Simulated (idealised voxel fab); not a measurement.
voxel double patterning: a process module
Xsec cut, 275 nm wide, square cell size 5 nm.
Cross-section spec: square-cell grid; bands listed top down; each band is one or more rows. Look at the band entry: it leads with the top's height and the bottom's height in nm. Then it lists the materials left to right, with a width in nm for each. The word "all across" on a single material says that material fills the band edge to edge. The word "empty" is empty space. For the purposes of this specification, 0 denotes the height below which the wafer in its as-received condition is composed wholly of one material, and the lowermost band, lacking a lower limit, extends downward without end, as expressed in "z 0 and below". Width: "30 to 40" (first number = top row, second number = bottom row, same change from row to row of cells). "same as before", as given for a step, is the statement that not any cell of the cross-section underwent a change during that step. Look at "Sealed cavities" for the closed voids: empty spaces with no open path to the top, sized 8 cells or up. Each is width x height at distance, distance from the left edge, all nm. If you see something after the settings on a step's line, that's the simulator's own remark about that step. overlay nm: right-of-plan distance of the mask on a masked step; negative values mean left-of-plan.

# Below is the list of planned process steps
1. op RECEIVE | material Si
2. op CONFORMAL_DEP | material SiO2 | thk nm 10
3. op DIRECTIONAL_DEP | material W | thk nm 15
4. op DIRECTIONAL_DEP | material SiCN | thk nm 5
5. op PATTERN | tone open | mask id FIRST | material resist | width nm 15 | pitch nm 50 | thk nm 15 | overlay nm 0
6. op DIRECTIONAL_ETCH | etch materials SiCN | depth nm 5
7. op STRIP | etch materials resist
8. op PATTERN | tone open | mask id SECOND | material resist | width nm 15 | pitch nm 50 | thk nm 15 | overlay nm 0
9. op DIRECTIONAL_ETCH | etch materials SiCN | depth nm 5
10. op STRIP | etch materials resist
11. op DIRECTIONAL_ETCH | etch materials W | depth nm 15
12. op STRIP | etch materials SiCN

# Cross-section of the wafer at receipt, which is the condition after step 1
* z 0 and below  Si all across
* Sealed cavities: none

# First of two wafers: cross-section at end of module, run per plan
* z 25 to 10  W 80, empty 15, W 10, empty 15, W 10, empty 15, W 10, empty 15, W 10, empty 15, W 80
* z 10 to 0  SiO2 all across
* z 0 and below  Si all across
* Sealed cavities: none

# Here's the second of our two wafers sectioned at module end. Same start as the first, same plan, but one mistake got made running it
* z 40 to 25  W 80, empty 15, W 10, empty 15, W 10, empty 15, W 10, empty 15, W 10, empty 15, W 80
* z 25 to 10  W all across
* z 10 to 0  SiO2 all across
* z 0 and below  Si all across
* Sealed cavities: none
Plan not followed: plan step 3 was conducted twice
Final difference in cells, second wafer against first, listed per material as more or fewer: 165 more of W
